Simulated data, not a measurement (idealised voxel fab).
voxel ribs on slabs: a process module
Section shown: cut. Width: 255 nm. Cell size: 5 nm, square.
Cross-section layout: square cells on a grid; listed as bands, top to bottom; a band spans one or more cell rows.
Within each band entry, the heights of the top and of the bottom of the band appear first, in that order and in nm; the materials of the band then follow from left to right, each with its corresponding width in nm. The designation "edge to edge" on a single material indicates that it fills the band from edge to edge; the designation "blank" indicates empty space.
Zero point of the height axis is 0; under it, received wafer = one material. Lowest band: continues down indefinitely, "top 0, no bottom".
A width given as "30->40" starts at the first number in the band's top row and ends at the second number in its bottom row, shifting by an equal amount at every step from row to row.
"stayed the same" after a step means that no cell of the cross-section changed.
Closed-off voids of 8+ cells (no open route to the top) go in "Fully sealed cavities", written width x height at distance from the left edge, in nm.
after a step's settings: what the simulator itself notes on the step
overlay nm, on a step with a mask: how far to the right of its planned place the mask lay; to the left if negative
[Process steps - plan]
1 RECEIVE [material Si]
2 DIRECTIONAL_DEP [material SiO2] [thk nm 20]
3 DIRECTIONAL_DEP [material SiN] [thk nm 20]
4 DIRECTIONAL_DEP [material aC] [thk nm 10]
5 PATTERN [tone cover] [mask id RIB] [material resist] [width nm 15] [thk nm 25] [overlay nm 0]
6 DIRECTIONAL_ETCH [etch materials aC] [depth nm 10]
7 STRIP [etch materials resist]
8 DIRECTIONAL_ETCH [etch materials SiN] [depth nm 10]
9 STRIP [etch materials aC]
10 PATTERN [tone cover] [mask id SLAB] [material resist] [width nm 75] [thk nm 20] [overlay nm 0]
11 DIRECTIONAL_ETCH [etch materials SiN] [depth nm 10]
12 STRIP [etch materials resist]
13 FILL_DEP [material SiO2] [thk nm 20]
14 CMP [height nm 50]
15 DIRECTIONAL_DEP [material W] [thk nm 10]
16 MASKED_ETCH [tone cover] [mask id HEATER] [width nm 25] [etch materials W] [depth nm 10] [overlay nm 0]
17 CONFORMAL_DEP [material SiO2] [thk nm 5]
[The first of a set of two wafers, run to plan]
[as received, after step 1]
	top 0, no bottom: Si edge to edge
	Fully sealed cavities: none
[The wafer, seen in cross-section, after step 2]
	top 20, bottom 0: SiO2 edge to edge
	Below 0 it's all the same as before, nothing changed down there.
[The wafer, seen in cross-section, after step 3]
	top 40, bottom 20: SiN edge to edge
	Below 20 it's all the same as before, nothing changed down there.
[The wafer, seen in cross-section, after step 4]
	top 50, bottom 40: aC edge to edge
	Below 40 it's all the same as before, nothing changed down there.
[The wafer, seen in cross-section, after step 5]
	top 75, bottom 50: blank (120); resist (15); blank (120)
	Below 50 it's all the same as before, nothing changed down there.
[The wafer, seen in cross-section, after step 6]
	top 65, bottom 50: blank (120); resist (15); blank (120)
	top 50, bottom 40: blank (120); aC (15); blank (120)
	Below 40 it's all the same as before, nothing changed down there.
[The wafer, seen in cross-section, after step 7]
	top 50, bottom 40: blank (120); aC (15); blank (120)
	Below 40 it's all the same as before, nothing changed down there.
[The wafer, seen in cross-section, after step 8]
	top 50, bottom 40: blank (120); aC (15); blank (120)
	top 40, bottom 30: blank (120); SiN (15); blank (120)
	Below 30 it's all the same as before, nothing changed down there.
[The wafer, seen in cross-section, after step 9]
	top 40, bottom 30: blank (120); SiN (15); blank (120)
	Below 30 it's all the same as before, nothing changed down there.
[The wafer, seen in cross-section, after step 10]
	top 60, bottom 40: blank (90); resist (75); blank (90)
	top 40, bottom 30: blank (90); resist (30); SiN (15); resist (30); blank (90)
	Below 30 it's all the same as before, nothing changed down there.
[The wafer, seen in cross-section, after step 11]
	top 60, bottom 40: blank (90); resist (75); blank (90)
	top 40, bottom 30: blank (90); resist (30); SiN (15); resist (30); blank (90)
	top 30, bottom 20: blank (90); SiN (75); blank (90)
	Below 20 it's all the same as before, nothing changed down there.
[The wafer, seen in cross-section, after step 12]
	top 40, bottom 30: blank (120); SiN (15); blank (120)
	Below 30 it's all the same as before, nothing changed down there.
[The wafer, seen in cross-section, after step 13]
	top 60, bottom 40: SiO2 edge to edge
	top 40, bottom 30: SiO2 (120); SiN (15); SiO2 (120)
	top 30, bottom 20: SiO2 (90); SiN (75); SiO2 (90)
	Below 20 it's all the same as before, nothing changed down there.
[The wafer, seen in cross-section, after step 14]
	top 50, bottom 40: SiO2 edge to edge
	Below 40 it's all the same as before, nothing changed down there.
[The wafer, seen in cross-section, after step 15]
	top 60, bottom 50: W edge to edge
	Below 50 it's all the same as before, nothing changed down there.
[The wafer, seen in cross-section, after step 16]
	top 60, bottom 50: blank (115); W (25); blank (115)
	Below 50 it's all the same as before, nothing changed down there.
[The wafer, seen in cross-section, after step 17]
	top 65, bottom 60: blank (110); SiO2 (35); blank (110)
	top 60, bottom 55: blank (110); SiO2 (5); W (25); SiO2 (5); blank (110)
	top 55, bottom 50: SiO2 (115); W (25); SiO2 (115)
	Below 50 it's all the same as before, nothing changed down there.
[It is to be noted that the second wafer proceeded from the same initial state and according to the same plan as the first, although one mistake was committed in its execution; through step 4, inclusive, the two wafers share an identical history]
[Planned end of step 5: second wafer, cross-section]
	top 75, bottom 50: blank (130); resist (15); blank (110)
	Below 50 it's all the same as before, nothing changed down there.
[Planned end of step 6: second wafer, cross-section]
	top 65, bottom 50: blank (130); resist (15); blank (110)
	top 50, bottom 40: blank (130); aC (15); blank (110)
	Below 40 it's all the same as before, nothing changed down there.
[Planned end of step 7: second wafer, cross-section]
	top 50, bottom 40: blank (130); aC (15); blank (110)
	Below 40 it's all the same as before, nothing changed down there.
[Planned end of step 8: second wafer, cross-section]
	top 50, bottom 40: blank (130); aC (15); blank (110)
	top 40, bottom 30: blank (130); SiN (15); blank (110)
	Below 30 it's all the same as before, nothing changed down there.
[Planned end of step 9: second wafer, cross-section]
	top 40, bottom 30: blank (130); SiN (15); blank (110)
	Below 30 it's all the same as before, nothing changed down there.
[Planned end of step 10: second wafer, cross-section]
	top 60, bottom 40: blank (90); resist (75); blank (90)
	top 40, bottom 30: blank (90); resist (40); SiN (15); resist (20); blank (90)
	Below 30 it's all the same as before, nothing changed down there.
[Planned end of step 11: second wafer, cross-section]
	top 60, bottom 40: blank (90); resist (75); blank (90)
	top 40, bottom 30: blank (90); resist (40); SiN (15); resist (20); blank (90)
	top 30, bottom 20: blank (90); SiN (75); blank (90)
	Below 20 it's all the same as before, nothing changed down there.
[Planned end of step 12: second wafer, cross-section]
	top 40, bottom 30: blank (130); SiN (15); blank (110)
	Below 30 it's all the same as before, nothing changed down there.
[Planned end of step 13: second wafer, cross-section]
	top 60, bottom 40: SiO2 edge to edge
	top 40, bottom 30: SiO2 (130); SiN (15); SiO2 (110)
	top 30, bottom 20: SiO2 (90); SiN (75); SiO2 (90)
	Below 20 it's all the same as before, nothing changed down there.
[Planned end of step 14: second wafer, cross-section]
	top 50, bottom 40: SiO2 edge to edge
	Below 40 it's all the same as before, nothing changed down there.
[Planned end of step 15: second wafer, cross-section]
	top 60, bottom 50: W edge to edge
	Below 50 it's all the same as before, nothing changed down there.
[Planned end of step 16: second wafer, cross-section]
	top 60, bottom 50: blank (115); W (25); blank (115)
	Below 50 it's all the same as before, nothing changed down there.
[Planned end of step 17: second wafer, cross-section]
	top 65, bottom 60: blank (110); SiO2 (35); blank (110)
	top 60, bottom 55: blank (110); SiO2 (5); W (25); SiO2 (5); blank (110)
	top 55, bottom 50: SiO2 (115); W (25); SiO2 (115)
	Below 50 it's all the same as before, nothing changed down there.
Against the plan, the run slipped here: step 5 deviated from plan and actually ran as PATTERN [tone cover] [mask id RIB] [material resist] [width nm 15] [thk nm 25] [overlay nm 10]
Comparing end states, the material composition by cell count is preserved from the first wafer to the second, while the locations of the cells are not.
